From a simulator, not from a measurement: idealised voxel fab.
process module | voxel gate over fins
cross-section cut | 185 nm wide | cells 5 nm
A cross-section is a grid of square cells, given in bands from the top down. A band is one or more rows of cells.
Each band's line starts with the height of the band's top and of its bottom, in nm. Then come its materials from left to right, each with its width in nm. One material with "throughout" fills the band from edge to edge. "air" is empty space.
Height 0 is the level under which the wafer as received is all one material. The lowest band goes on downwards, as in "0 down".
A width such as "30 to 40" changes by the same amount from each row of cells to the next, from the band's top row to its bottom row.
"no change" after a step means that no cell of the cross-section changed.
closed voids: empty space of 8 cells or more with no open way to the top, each as width x height at its distance from the left edge, in nm
after a step's settings: what the simulator itself notes on the step
overlay nm, on a step with a mask: how far to the right of its planned place the mask lay; to the left if negative
plan
1 op RECEIVE | material Si
2 op CONFORMAL_DEP | material SiN | thk nm 5
3 op PATTERN | tone cover | mask id FINS | material resist | width nm 15 | pitch nm 35 | thk nm 20 | overlay nm 0
4 op DIRECTIONAL_ETCH | etch materials SiN | depth nm 5
5 op DIRECTIONAL_ETCH | etch materials Si | depth nm 40
6 op STRIP | etch materials resist
7 op FILL_DEP | material SiO2 | thk nm 10
8 op CMP | height nm 5
9 op SELECTIVE_ETCH | etch materials SiO2 | depth nm 15
10 op STRIP | etch materials SiN
11 op CONFORMAL_DEP | material HfO2 | thk nm 5
12 op CONFORMAL_DEP | material TiN | thk nm 5
13 op FILL_DEP | material W | thk nm 10
14 op CMP | height nm 15
15 op CONFORMAL_DEP | material SiCN | thk nm 10
as received, after step 1
  0 down: Si throughout
  closed voids: none
first wafer at the end, as planned
  25 to 15: SiCN throughout
  15 to 10: W throughout
  10 to 5: W 40 | TiN 105 | W 40
  5 to 0: W 40 | TiN 5 | HfO2 25 | TiN 10 | HfO2 25 | TiN 10 | HfO2 25 | TiN 5 | W 40
  0 to -5: TiN 45 | HfO2 5 | Si 15 | HfO2 5 | TiN 10 | HfO2 5 | Si 15 | HfO2 5 | TiN 10 | HfO2 5 | Si 15 | HfO2 5 | TiN 45
  -5 to -10: HfO2 50 | Si 15 | HfO2 20 | Si 15 | HfO2 20 | Si 15 | HfO2 50
  -10 to -40: SiO2 50 | Si 15 | SiO2 20 | Si 15 | SiO2 20 | Si 15 | SiO2 50
  -40 down: Si throughout
  closed voids: none
second wafer at the end: like start, like plan, one mistake
  25 to 15: SiCN throughout
  15 to 5: W throughout
  5 to 0: W 45 | TiN 25 | W 10 | TiN 25 | W 10 | TiN 25 | W 45
  0 to -5: W 45 | TiN 5 | Si 15 | TiN 5 | W 10 | TiN 5 | Si 15 | TiN 5 | W 10 | TiN 5 | Si 15 | TiN 5 | W 45
  -5 to -10: TiN 50 | Si 15 | TiN 20 | Si 15 | TiN 20 | Si 15 | TiN 50
  -10 to -40: SiO2 50 | Si 15 | SiO2 20 | Si 15 | SiO2 20 | Si 15 | SiO2 50
  -40 down: Si throughout
  closed voids: none
what went wrong: step 11 was left out
at the end the second wafer has, in cells: 49 fewer of HfO2 | 49 more of W
